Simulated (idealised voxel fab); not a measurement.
The process module that follows is named voxel wiring stack.
For reference, the cross-section in this document is cut, with width 260 nm and square cells of 5 nm.
Cross-sections here: square-cell grids, written as top-down lists of bands, a band being one or more rows of cells. Per band: top height and bottom height in nm, followed by the left-to-right materials and their widths in nm; "edge to edge" marks a single material spanning edge to edge, "blank" marks empty space. Counting heights begins at 0, where everything beneath is, in the wafer as received, one material. The lowest band has no bottom; it goes on downwards, as "z 0 and below" shows. A width given as "30..40" starts at the first number in the band's top row and ends at the second number in its bottom row, shifting by an equal amount at every step from row to row. Take "nothing was modified" at face value: in the step it is given for, the cross-section changed in none of its cells. If an empty space has no open way to the top and is at least 8 cells in size, "Voids lacking openings" lists it, written width x height at distance, where distance is measured from the left edge and every value is in nm. The remark found on a step's line after its settings is issued by the simulator itself and pertains to that step. You can add "overlay nm" to a step's line. For a step with a mask, it describes how far the mask lay to the right of its planned position, and a negative number describes a lay to the left.
[Process steps foreseen in the plan]
step 1: RECEIVE,material Si
step 2: CONFORMAL_DEP,material SiO2,thk nm 15
step 3: DIRECTIONAL_DEP,material TiN,thk nm 5
step 4: DIRECTIONAL_DEP,material Ru,thk nm 15
step 5: PATTERN,tone cover,mask id METAL_1,material resist,width nm 20,pitch nm 45,thk nm 20,overlay nm 0
step 6: DIRECTIONAL_ETCH,etch materials Ru,depth nm 15
step 7: DIRECTIONAL_ETCH,etch materials TiN,depth nm 5
step 8: STRIP,etch materials resist
step 9: CONFORMAL_DEP,material SiN,thk nm 5
step 10: FILL_DEP,material SiO2,thk nm 10
step 11: CMP,height nm 35
step 12: CONFORMAL_DEP,material SiCN,thk nm 5
step 13: DIRECTIONAL_DEP,material SiO2,thk nm 30
step 14: MASKED_ETCH,tone open,mask id METAL_2_HOLES,width nm 15,pitch nm 45,etch materials SiO2,depth nm 30,overlay nm 0
step 15: MASKED_ETCH,tone open,mask id METAL_2,width nm 20,pitch nm 45,etch materials SiO2,depth nm 15,overlay nm 0
step 16: MASKED_ETCH,tone open,mask id METAL_2,width nm 20,pitch nm 45,etch materials SiCN,depth nm 5,overlay nm 0
step 17: CONFORMAL_DEP,material TiN,thk nm 5
step 18: FILL_DEP,material Ru,thk nm 10
step 19: CMP,height nm 70
step 20: CONFORMAL_DEP,material SiCN,thk nm 5
[Wafer cross-section on receipt, i.e. after step 1]
* z 0 and below: Si edge to edge
* Voids lacking openings: none
[First of two wafers: cross-section at end of module, run per plan]
* z 75 to 70: SiCN edge to edge
* z 70 to 60: 50 nm SiO2 | 5 nm TiN | 10 nm Ru | 5 nm TiN | 25 nm SiO2 | 5 nm TiN | 10 nm Ru | 5 nm TiN | 25 nm SiO2 | 5 nm TiN | 10 nm Ru | 5 nm TiN | 25 nm SiO2 | 5 nm TiN | 10 nm Ru | 5 nm TiN | 55 nm SiO2
* z 60 to 55: 50 nm SiO2 | 5 nm TiN | 5 nm Ru | 10 nm TiN | 25 nm SiO2 | 5 nm TiN | 5 nm Ru | 10 nm TiN | 25 nm SiO2 | 5 nm TiN | 5 nm Ru | 10 nm TiN | 25 nm SiO2 | 5 nm TiN | 5 nm Ru | 10 nm TiN | 55 nm SiO2
* z 55 to 40: 50 nm SiO2 | 5 nm TiN | 5 nm Ru | 5 nm TiN | 30 nm SiO2 | 5 nm TiN | 5 nm Ru | 5 nm TiN | 30 nm SiO2 | 5 nm TiN | 5 nm Ru | 5 nm TiN | 30 nm SiO2 | 5 nm TiN | 5 nm Ru | 5 nm TiN | 60 nm SiO2
* z 40 to 35: 50 nm SiCN | 15 nm TiN | 30 nm SiCN | 15 nm TiN | 30 nm SiCN | 15 nm TiN | 30 nm SiCN | 15 nm TiN | 60 nm SiCN
* z 35 to 20: 45 nm SiO2 | 5 nm SiN | 20 nm Ru | 5 nm SiN | 15 nm SiO2 | 5 nm SiN | 20 nm Ru | 5 nm SiN | 15 nm SiO2 | 5 nm SiN | 20 nm Ru | 5 nm SiN | 15 nm SiO2 | 5 nm SiN | 20 nm Ru | 5 nm SiN | 50 nm SiO2
* z 20 to 15: 50 nm SiN | 20 nm TiN | 25 nm SiN | 20 nm TiN | 25 nm SiN | 20 nm TiN | 25 nm SiN | 20 nm TiN | 55 nm SiN
* z 15 to 0: SiO2 edge to edge
* z 0 and below: Si edge to edge
* Voids lacking openings: none
[Presented here is a cross-section of the second of the two wafers as it stood at the end of the module. It was started in the same manner and assigned the same plan as the first wafer; however, one mistake was made in its execution]
* z 75 to 70: SiCN edge to edge
* z 70 to 60: Ru edge to edge
* z 60 to 55: 45 nm Ru | 25 nm TiN | 20 nm Ru | 25 nm TiN | 20 nm Ru | 25 nm TiN | 20 nm Ru | 25 nm TiN | 55 nm Ru
* z 55 to 45: 45 nm Ru | 5 nm TiN | 15 nm SiO2 | 5 nm TiN | 20 nm Ru | 5 nm TiN | 15 nm SiO2 | 5 nm TiN | 20 nm Ru | 5 nm TiN | 15 nm SiO2 | 5 nm TiN | 20 nm Ru | 5 nm TiN | 15 nm SiO2 | 5 nm TiN | 55 nm Ru
* z 45 to 40: 50 nm TiN | 15 nm SiO2 | 30 nm TiN | 15 nm SiO2 | 30 nm TiN | 15 nm SiO2 | 30 nm TiN | 15 nm SiO2 | 60 nm TiN
* z 40 to 35: 65 nm SiCN | 5 nm TiN | 40 nm SiCN | 5 nm TiN | 40 nm SiCN | 5 nm TiN | 40 nm SiCN | 5 nm TiN | 55 nm SiCN
* z 35 to 20: 45 nm SiO2 | 5 nm SiN | 20 nm Ru | 5 nm SiN | 15 nm SiO2 | 5 nm SiN | 20 nm Ru | 5 nm SiN | 15 nm SiO2 | 5 nm SiN | 20 nm Ru | 5 nm SiN | 15 nm SiO2 | 5 nm SiN | 20 nm Ru | 5 nm SiN | 50 nm SiO2
* z 20 to 15: 50 nm SiN | 20 nm TiN | 25 nm SiN | 20 nm TiN | 25 nm SiN | 20 nm TiN | 25 nm SiN | 20 nm TiN | 55 nm SiN
* z 15 to 0: SiO2 edge to edge
* z 0 and below: Si edge to edge
* Voids lacking openings: none
The mistake made against the process plan was this: heads up, step 14 didn't go per plan, it actually ran as MASKED_ETCH,tone cover,mask id METAL_2_HOLES,width nm 15,pitch nm 45,etch materials SiO2,depth nm 30,overlay nm 0
End of process, cell counts, second wafer against first, materials with more or fewer: Ru: 168 more; SiCN: 8 more; SiO2: 192 fewer; TiN: 16 more
